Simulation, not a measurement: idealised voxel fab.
process module | voxel transistor to metal
cross-section cut | 180 nm wide | cells 5 nm
A cross-section is a grid of square cells, given in bands from the top down. A band is one or more rows of cells.
Each band's line starts with the height of the band's top and of its bottom, in nm. Then come its materials from left to right, each with its width in nm. One material with "throughout" fills the band from edge to edge. "air" is empty space.
Height 0 is the level under which the wafer as received is all one material. The lowest band goes on downwards, as in "0 down".
A width such as "30 to 40" changes by the same amount from each row of cells to the next, from the band's top row to its bottom row.
"no change" after a step means that no cell of the cross-section changed.
closed voids: empty space of 8 cells or more with no open way to the top, each as width x height at its distance from the left edge, in nm
after a step's settings: what the simulator itself notes on the step
overlay nm, on a step with a mask: how far to the right of its planned place the mask lay; to the left if negative
plan
1 op RECEIVE | material Si
2 op CONFORMAL_DEP | material SiO2 | thk nm 5
3 op CONFORMAL_DEP | material SiN | thk nm 10
4 op PATTERN | tone cover | mask id ACTIVE | material resist | width nm 105 | thk nm 20 | overlay nm 0
5 op DIRECTIONAL_ETCH | etch materials SiN | depth nm 10
6 op DIRECTIONAL_ETCH | etch materials SiO2 | depth nm 5
7 op DIRECTIONAL_ETCH | etch materials Si | depth nm 20
8 op STRIP | etch materials resist
9 op OXIDIZE | depth nm 5
10 op FILL_DEP | material SiO2 | thk nm 10
11 op CMP | height nm 15
12 op SELECTIVE_ETCH | etch materials SiO2 | depth nm 5
13 op STRIP | etch materials SiN
14 op SELECTIVE_ETCH | etch materials SiO2 | depth nm 5
15 op OXIDIZE | depth nm 5
16 op DIRECTIONAL_DEP | material polySi | thk nm 20
17 op DIRECTIONAL_DEP | material SiCN | thk nm 10
18 op PATTERN | tone cover | mask id GATE | material resist | width nm 25 | thk nm 20 | overlay nm 0
19 op DIRECTIONAL_ETCH | etch materials SiCN | depth nm 20
20 op DIRECTIONAL_ETCH | etch materials polySi | depth nm 30
21 op STRIP | etch materials resist
22 op CONFORMAL_DEP | material SiN | thk nm 10
23 op DIRECTIONAL_ETCH | etch materials SiN | depth nm 10
24 op DIRECTIONAL_ETCH | etch materials SiO2 | depth nm 5
25 op DIRECTIONAL_ETCH | etch materials Si | depth nm 10
26 op EPI | material nSi | thk nm 10
27 op FILL_DEP | material SiO2 | thk nm 10
28 op CMP | height nm 30
29 op DIRECTIONAL_DEP | material SiO2 | thk nm 10
30 op DIRECTIONAL_DEP | material aC | thk nm 15
31 op PATTERN | tone open | mask id CONTACT | material resist | width nm 25 | pitch nm 60 | thk nm 35 | overlay nm 0
32 op DIRECTIONAL_ETCH | etch materials aC | depth nm 15
33 op STRIP | etch materials resist
34 op DIRECTIONAL_ETCH | etch materials SiO2 | depth nm 45
35 op STRIP | etch materials aC
36 op CONFORMAL_DEP | material TiN | thk nm 5
37 op FILL_DEP | material Ru | thk nm 10
38 op CMP | height nm 40
39 op DIRECTIONAL_DEP | material TiN | thk nm 5
40 op DIRECTIONAL_DEP | material W | thk nm 25
41 op DIRECTIONAL_DEP | material aC | thk nm 15
42 op PATTERN | tone cover | mask id METAL_1 | material resist | width nm 15 | pitch nm 70 | thk nm 35 | overlay nm 0
43 op DIRECTIONAL_ETCH | etch materials aC | depth nm 15
44 op STRIP | etch materials resist
45 op DIRECTIONAL_ETCH | etch materials W | depth nm 25
46 op DIRECTIONAL_ETCH | etch materials TiN | depth nm 5
47 op STRIP | etch materials aC
48 op CONFORMAL_DEP | material SiN | thk nm 5
49 op FILL_DEP | material lowk | thk nm 10
50 op CMP | height nm 70
51 op CONFORMAL_DEP | material SiCN | thk nm 5
52 op DIRECTIONAL_DEP | material lowk | thk nm 30
53 op DIRECTIONAL_DEP | material aC | thk nm 15
54 op PATTERN | tone open | mask id METAL_2 | material resist | width nm 15 | pitch nm 70 | thk nm 35 | overlay nm 0
55 op DIRECTIONAL_ETCH | etch materials aC | depth nm 15
56 op STRIP | etch materials resist
57 op DIRECTIONAL_ETCH | etch materials lowk | depth nm 15
58 op STRIP | etch materials aC
59 op MASKED_ETCH | tone open | mask id METAL_2_HOLES | width nm 15 | pitch nm 70 | etch materials lowk | depth nm 15 | overlay nm 0
60 op MASKED_ETCH | tone open | mask id METAL_2_HOLES | width nm 15 | pitch nm 70 | etch materials SiCN | depth nm 5 | overlay nm 0
61 op CONFORMAL_DEP | material TiN | thk nm 5
62 op FILL_DEP | material Cu | thk nm 10
63 op CMP | height nm 105
64 op CONFORMAL_DEP | material SiCN | thk nm 5
first wafer, as planned
as received, after step 1
  0 down: Si throughout
  closed voids: none
after step 2
  5 to 0: SiO2 throughout
  below 0: unchanged
after step 3
  15 to 5: SiN throughout
  below 5: unchanged
after step 4
  35 to 15: air 35 | resist 105 | air 40
  below 15: unchanged
after step 5
  35 to 15: air 35 | resist 105 | air 40
  15 to 5: air 35 | SiN 105 | air 40
  below 5: unchanged
after step 6
  35 to 15: air 35 | resist 105 | air 40
  15 to 5: air 35 | SiN 105 | air 40
  5 to 0: air 35 | SiO2 105 | air 40
  below 0: unchanged
after step 7
  35 to 15: air 35 | resist 105 | air 40
  15 to 5: air 35 | SiN 105 | air 40
  5 to 0: air 35 | SiO2 105 | air 40
  0 to -20: air 35 | Si 105 | air 40
  below -20: unchanged
after step 8
  15 to 5: air 35 | SiN 105 | air 40
  below 5: unchanged
after step 9
  15 to 5: air 35 | SiN 105 | air 40
  5 to 0: air 35 | SiO2 105 | air 40
  0 to -20: air 35 | SiO2 5 | Si 95 | SiO2 5 | air 40
  -20 to -25: SiO2 40 | Si 95 | SiO2 45
  below -25: unchanged
after step 10
  25 to 15: SiO2 throughout
  15 to 5: SiO2 35 | SiN 105 | SiO2 40
  5 to 0: SiO2 throughout
  0 to -25: SiO2 40 | Si 95 | SiO2 45
  below -25: unchanged
after step 11
  15 to 5: SiO2 35 | SiN 105 | SiO2 40
  below 5: unchanged
after step 12
  15 to 10: air 35 | SiN 105 | air 40
  below 10: unchanged
after step 13
  10 to 5: SiO2 35 | air 105 | SiO2 40
  below 5: unchanged
after step 14
  5 to 0: SiO2 30 | air 115 | SiO2 35
  below 0: unchanged
after step 15
  5 to 0: SiO2 30 | air 115 | SiO2 35
  0 to -5: SiO2 throughout
  below -5: unchanged
after step 16
  25 to 20: polySi 30 | air 115 | polySi 35
  20 to 5: polySi throughout
  5 to 0: SiO2 30 | polySi 115 | SiO2 35
  below 0: unchanged
after step 17
  35 to 30: SiCN 30 | air 115 | SiCN 35
  30 to 25: SiCN throughout
  25 to 20: polySi 30 | SiCN 115 | polySi 35
  below 20: unchanged
after step 18
  55 to 35: air 75 | resist 25 | air 80
  35 to 30: SiCN 30 | air 45 | resist 25 | air 45 | SiCN 35
  below 30: unchanged
after step 19
  55 to 30: air 75 | resist 25 | air 80
  30 to 25: air 75 | SiCN 25 | air 80
  25 to 20: polySi 30 | air 45 | SiCN 25 | air 45 | polySi 35
  below 20: unchanged
after step 20
  55 to 30: air 75 | resist 25 | air 80
  30 to 20: air 75 | SiCN 25 | air 80
  20 to 5: air 75 | polySi 25 | air 80
  5 to 0: SiO2 30 | air 45 | polySi 25 | air 45 | SiO2 35
  below 0: unchanged
after step 21
  30 to 20: air 75 | SiCN 25 | air 80
  below 20: unchanged
after step 22
  40 to 30: air 65 | SiN 45 | air 70
  30 to 20: air 65 | SiN 10 | SiCN 25 | SiN 10 | air 70
  20 to 15: air 65 | SiN 10 | polySi 25 | SiN 10 | air 70
  15 to 10: SiN 40 | air 25 | SiN 10 | polySi 25 | SiN 10 | air 25 | SiN 45
  10 to 5: SiN 75 | polySi 25 | SiN 80
  5 to 0: SiO2 30 | SiN 45 | polySi 25 | SiN 45 | SiO2 35
  below 0: unchanged
after step 23
  30 to 20: air 65 | SiN 10 | SiCN 25 | SiN 10 | air 70
  20 to 5: air 65 | SiN 10 | polySi 25 | SiN 10 | air 70
  5 to 0: SiO2 30 | SiN 10 | air 25 | SiN 10 | polySi 25 | SiN 10 | air 25 | SiN 10 | SiO2 35
  below 0: unchanged
after step 24
  30 to 20: air 65 | SiN 10 | SiCN 25 | SiN 10 | air 70
  20 to 5: air 65 | SiN 10 | polySi 25 | SiN 10 | air 70
  5 to 0: air 30 | SiN 10 | air 25 | SiN 10 | polySi 25 | SiN 10 | air 25 | SiN 10 | air 35
  0 to -5: SiO2 40 | air 25 | SiO2 45 | air 25 | SiO2 45
  below -5: unchanged
after step 25
  30 to 20: air 65 | SiN 10 | SiCN 25 | SiN 10 | air 70
  20 to 5: air 65 | SiN 10 | polySi 25 | SiN 10 | air 70
  5 to 0: air 30 | SiN 10 | air 25 | SiN 10 | polySi 25 | SiN 10 | air 25 | SiN 10 | air 35
  0 to -5: SiO2 40 | air 25 | SiO2 45 | air 25 | SiO2 45
  -5 to -15: SiO2 40 | air 25 | Si 45 | air 25 | SiO2 45
  below -15: unchanged
after step 26
  30 to 20: air 65 | SiN 10 | SiCN 25 | SiN 10 | air 70
  20 to 5: air 65 | SiN 10 | polySi 25 | SiN 10 | air 70
  5 to 0: air 30 | SiN 10 | air 15 | nSi 10 | SiN 10 | polySi 25 | SiN 10 | nSi 10 | air 15 | SiN 10 | air 35
  0 to -5: SiO2 40 | air 15 | nSi 10 | SiO2 45 | nSi 10 | air 15 | SiO2 45
  -5 to -15: SiO2 40 | nSi 25 | Si 45 | nSi 25 | SiO2 45
  below -15: unchanged
after step 27
  40 to 30: SiO2 throughout
  30 to 20: SiO2 65 | SiN 10 | SiCN 25 | SiN 10 | SiO2 70
  20 to 5: SiO2 65 | SiN 10 | polySi 25 | SiN 10 | SiO2 70
  5 to 0: SiO2 30 | SiN 10 | SiO2 15 | nSi 10 | SiN 10 | polySi 25 | SiN 10 | nSi 10 | SiO2 15 | SiN 10 | SiO2 35
  0 to -5: SiO2 55 | nSi 10 | SiO2 45 | nSi 10 | SiO2 60
  below -5: unchanged
after step 28
  30 to 20: SiO2 65 | SiN 10 | SiCN 25 | SiN 10 | SiO2 70
  below 20: unchanged
after step 29
  40 to 30: SiO2 throughout
  below 30: unchanged
after step 30
  55 to 40: aC throughout
  below 40: unchanged
after step 31
  90 to 55: resist 45 | air 25 | resist 35 | air 25 | resist 50
  below 55: unchanged
after step 32
  75 to 55: resist 45 | air 25 | resist 35 | air 25 | resist 50
  55 to 40: aC 45 | air 25 | aC 35 | air 25 | aC 50
  below 40: unchanged
after step 33
  55 to 40: aC 45 | air 25 | aC 35 | air 25 | aC 50
  below 40: unchanged
after step 34
  55 to 40: aC 45 | air 25 | aC 35 | air 25 | aC 50
  40 to 30: SiO2 45 | air 25 | SiO2 35 | air 25 | SiO2 50
  30 to 20: SiO2 45 | air 20 | SiN 10 | SiCN 25 | SiN 10 | air 20 | SiO2 50
  20 to 5: SiO2 45 | air 20 | SiN 10 | polySi 25 | SiN 10 | air 20 | SiO2 50
  5 to 0: SiO2 30 | SiN 10 | SiO2 5 | air 10 | nSi 10 | SiN 10 | polySi 25 | SiN 10 | nSi 10 | air 10 | SiO2 5 | SiN 10 | SiO2 35
  0 to -5: SiO2 45 | air 10 | nSi 10 | SiO2 45 | nSi 10 | air 10 | SiO2 50
  below -5: unchanged
after step 35
  40 to 30: SiO2 45 | air 25 | SiO2 35 | air 25 | SiO2 50
  below 30: unchanged
after step 36
  45 to 40: TiN 50 | air 15 | TiN 45 | air 15 | TiN 55
  40 to 30: SiO2 45 | TiN 5 | air 15 to 10 | TiN 5 to 10 | SiO2 35 | TiN 5 to 10 | air 15 to 10 | TiN 5 | SiO2 50
  30 to 20: SiO2 45 | TiN 5 | air 10 | TiN 5 | SiN 10 | SiCN 25 | SiN 10 | TiN 5 | air 10 | TiN 5 | SiO2 50
  20 to 10: SiO2 45 | TiN 5 | air 10 | TiN 5 | SiN 10 | polySi 25 | SiN 10 | TiN 5 | air 10 | TiN 5 | SiO2 50
  10 to 5: SiO2 45 | TiN 20 | SiN 10 | polySi 25 | SiN 10 | TiN 20 | SiO2 50
  5 to 0: SiO2 30 | SiN 10 | SiO2 5 | TiN 10 | nSi 10 | SiN 10 | polySi 25 | SiN 10 | nSi 10 | TiN 10 | SiO2 5 | SiN 10 | SiO2 35
  0 to -5: SiO2 45 | TiN 10 | nSi 10 | SiO2 45 | nSi 10 | TiN 10 | SiO2 50
  below -5: unchanged
after step 37
  55 to 45: Ru throughout
  45 to 40: TiN 50 | Ru 15 | TiN 45 | Ru 15 | TiN 55
  40 to 30: SiO2 45 | TiN 5 | Ru 15 to 10 | TiN 5 to 10 | SiO2 35 | TiN 5 to 10 | Ru 15 to 10 | TiN 5 | SiO2 50
  30 to 20: SiO2 45 | TiN 5 | Ru 10 | TiN 5 | SiN 10 | SiCN 25 | SiN 10 | TiN 5 | Ru 10 | TiN 5 | SiO2 50
  20 to 10: SiO2 45 | TiN 5 | Ru 10 | TiN 5 | SiN 10 | polySi 25 | SiN 10 | TiN 5 | Ru 10 | TiN 5 | SiO2 50
  below 10: unchanged
after step 38
  40 to 30: SiO2 45 | TiN 5 | Ru 15 to 10 | TiN 5 to 10 | SiO2 35 | TiN 5 to 10 | Ru 15 to 10 | TiN 5 | SiO2 50
  below 30: unchanged
after step 39
  45 to 40: TiN throughout
  below 40: unchanged
after step 40
  70 to 45: W throughout
  below 45: unchanged
after step 41
  85 to 70: aC throughout
  below 70: unchanged
after step 42
  120 to 85: air 45 | resist 15 | air 55 | resist 15 | air 50
  below 85: unchanged
after step 43
  105 to 85: air 45 | resist 15 | air 55 | resist 15 | air 50
  85 to 70: air 45 | aC 15 | air 55 | aC 15 | air 50
  below 70: unchanged
after step 44
  85 to 70: air 45 | aC 15 | air 55 | aC 15 | air 50
  below 70: unchanged
after step 45
  85 to 70: air 45 | aC 15 | air 55 | aC 15 | air 50
  70 to 45: air 45 | W 15 | air 55 | W 15 | air 50
  below 45: unchanged
after step 46
  85 to 70: air 45 | aC 15 | air 55 | aC 15 | air 50
  70 to 45: air 45 | W 15 | air 55 | W 15 | air 50
  45 to 40: air 45 | TiN 15 | air 55 | TiN 15 | air 50
  below 40: unchanged
after step 47
  70 to 45: air 45 | W 15 | air 55 | W 15 | air 50
  below 45: unchanged
after step 48
  75 to 70: air 40 | SiN 25 | air 45 | SiN 25 | air 45
  70 to 45: air 40 | SiN 5 | W 15 | SiN 5 | air 45 | SiN 5 | W 15 | SiN 5 | air 45
  45 to 40: SiN 45 | TiN 15 | SiN 55 | TiN 15 | SiN 50
  below 40: unchanged
after step 49
  85 to 75: lowk throughout
  75 to 70: lowk 40 | SiN 25 | lowk 45 | SiN 25 | lowk 45
  70 to 45: lowk 40 | SiN 5 | W 15 | SiN 5 | lowk 45 | SiN 5 | W 15 | SiN 5 | lowk 45
  below 45: unchanged
after step 50
  70 to 45: lowk 40 | SiN 5 | W 15 | SiN 5 | lowk 45 | SiN 5 | W 15 | SiN 5 | lowk 45
  below 45: unchanged
after step 51
  75 to 70: SiCN throughout
  below 70: unchanged
after step 52
  105 to 75: lowk throughout
  below 75: unchanged
after step 53
  120 to 105: aC throughout
  below 105: unchanged
after step 54
  155 to 120: resist 45 | air 15 | resist 55 | air 15 | resist 50
  below 120: unchanged
after step 55
  140 to 120: resist 45 | air 15 | resist 55 | air 15 | resist 50
  120 to 105: aC 45 | air 15 | aC 55 | air 15 | aC 50
  below 105: unchanged
after step 56
  120 to 105: aC 45 | air 15 | aC 55 | air 15 | aC 50
  below 105: unchanged
after step 57
  120 to 105: aC 45 | air 15 | aC 55 | air 15 | aC 50
  105 to 90: lowk 45 | air 15 | lowk 55 | air 15 | lowk 50
  below 90: unchanged
after step 58
  105 to 90: lowk 45 | air 15 | lowk 55 | air 15 | lowk 50
  below 90: unchanged
after step 59
  105 to 75: lowk 45 | air 15 | lowk 55 | air 15 | lowk 50
  below 75: unchanged
after step 60
  105 to 75: lowk 45 | air 15 | lowk 55 | air 15 | lowk 50
  75 to 70: SiCN 45 | air 15 | SiCN 55 | air 15 | SiCN 50
  below 70: unchanged
after step 61
  110 to 105: TiN 50 | air 5 | TiN 65 | air 5 | TiN 55
  105 to 75: lowk 45 | TiN 5 | air 5 | TiN 5 | lowk 55 | TiN 5 | air 5 | TiN 5 | lowk 50
  75 to 70: SiCN 45 | TiN 15 | SiCN 55 | TiN 15 | SiCN 50
  below 70: unchanged
after step 62
  120 to 110: Cu throughout
  110 to 105: TiN 50 | Cu 5 | TiN 65 | Cu 5 | TiN 55
  105 to 75: lowk 45 | TiN 5 | Cu 5 | TiN 5 | lowk 55 | TiN 5 | Cu 5 | TiN 5 | lowk 50
  below 75: unchanged
after step 63
  105 to 75: lowk 45 | TiN 5 | Cu 5 | TiN 5 | lowk 55 | TiN 5 | Cu 5 | TiN 5 | lowk 50
  below 75: unchanged
after step 64
  110 to 105: SiCN throughout
  below 105: unchanged
second wafer: like start, like plan, one mistake. Through step 62 it matches the first wafer
when step 63 should have ended: no change
when step 64 should have ended
  125 to 120: SiCN throughout
  below 120: unchanged
what went wrong: step 63 was left out
at the end the second wafer has, in cells: 74 more of Cu | 34 more of TiN
